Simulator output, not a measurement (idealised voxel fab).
Herein follows the process module entitled voxel fin reveal.
Xsec cut, 155 nm wide, square cell size 5 nm.
A cross-section is written here as square cells arranged in a grid, and it is given in bands from the top down, each band taking up one or more rows of cells. Read a band's entry like this: the first values are the height of its top and the height of its bottom in nm, and what follows is the sequence of materials from left to right, each with its width in nm. Note that "empty" is empty space, and that a single material marked "everywhere" reaches across the band from edge to edge. Beneath 0, the wafer as received is one material, and that level is where height counting begins. The lowest band goes on downward without a bottom; it is written like "0 and below". Graded width ("30 to 40"): value in top row of band = first number; value in bottom row = second number; row-to-row change constant. It should be understood that the words "no alterations made", when stated for a given step, signify that the cross-section underwent no change in any of its cells during that step. "Catalogued sealed voids": empty spaces of 8 cells or more with no open way to the top, each given as width x height at distance, distance from the left edge, all in nm. On each step's line, the part that comes after the settings is the simulator's own comment on the step. You can add "overlay nm" to a step's line. For a step with a mask, it describes how far the mask lay to the right of its planned position, and a negative number describes a lay to the left.
# The steps planned for the process are as follows
step 1: RECEIVE, material Si
step 2: CONFORMAL_DEP, material SiN, thk nm 5
step 3: DIRECTIONAL_DEP, material aC, thk nm 10
step 4: PATTERN, tone cover, mask id FINS, material resist, width nm 15, pitch nm 35, thk nm 30, overlay nm 0
step 5: DIRECTIONAL_ETCH, etch materials aC, depth nm 10
step 6: STRIP, etch materials resist
step 7: DIRECTIONAL_ETCH, etch materials SiN, depth nm 5
step 8: DIRECTIONAL_ETCH, etch materials Si, depth nm 30
step 9: STRIP, etch materials aC
step 10: FILL_DEP, material SiO2, thk nm 10
step 11: CMP, height nm 5
step 12: SELECTIVE_ETCH, etch materials SiO2, depth nm 15
step 13: STRIP, etch materials SiN
# Here's what the wafer looked like in cross-section when it arrived - that's after step 1
    0 and below | Si everywhere
    Catalogued sealed voids: none
# End-of-module cross-section. Starting structure and process plan as above; one mistake made in running it
    0 down to -10 | 15 nm empty | 20 nm Si | 15 nm empty | 20 nm Si | 15 nm empty | 20 nm Si | 15 nm empty | 20 nm Si | 15 nm empty
    -10 down to -30 | 15 nm SiO2 | 20 nm Si | 15 nm SiO2 | 20 nm Si | 15 nm SiO2 | 20 nm Si | 15 nm SiO2 | 20 nm Si | 15 nm SiO2
    -30 and below | Si everywhere
    Catalogued sealed voids: none
Deviation from plan: in deviation from the planned setting, step 4 was conducted as PATTERN, tone cover, mask id FINS, material resist, width nm 20, pitch nm 35, thk nm 30, overlay nm 0
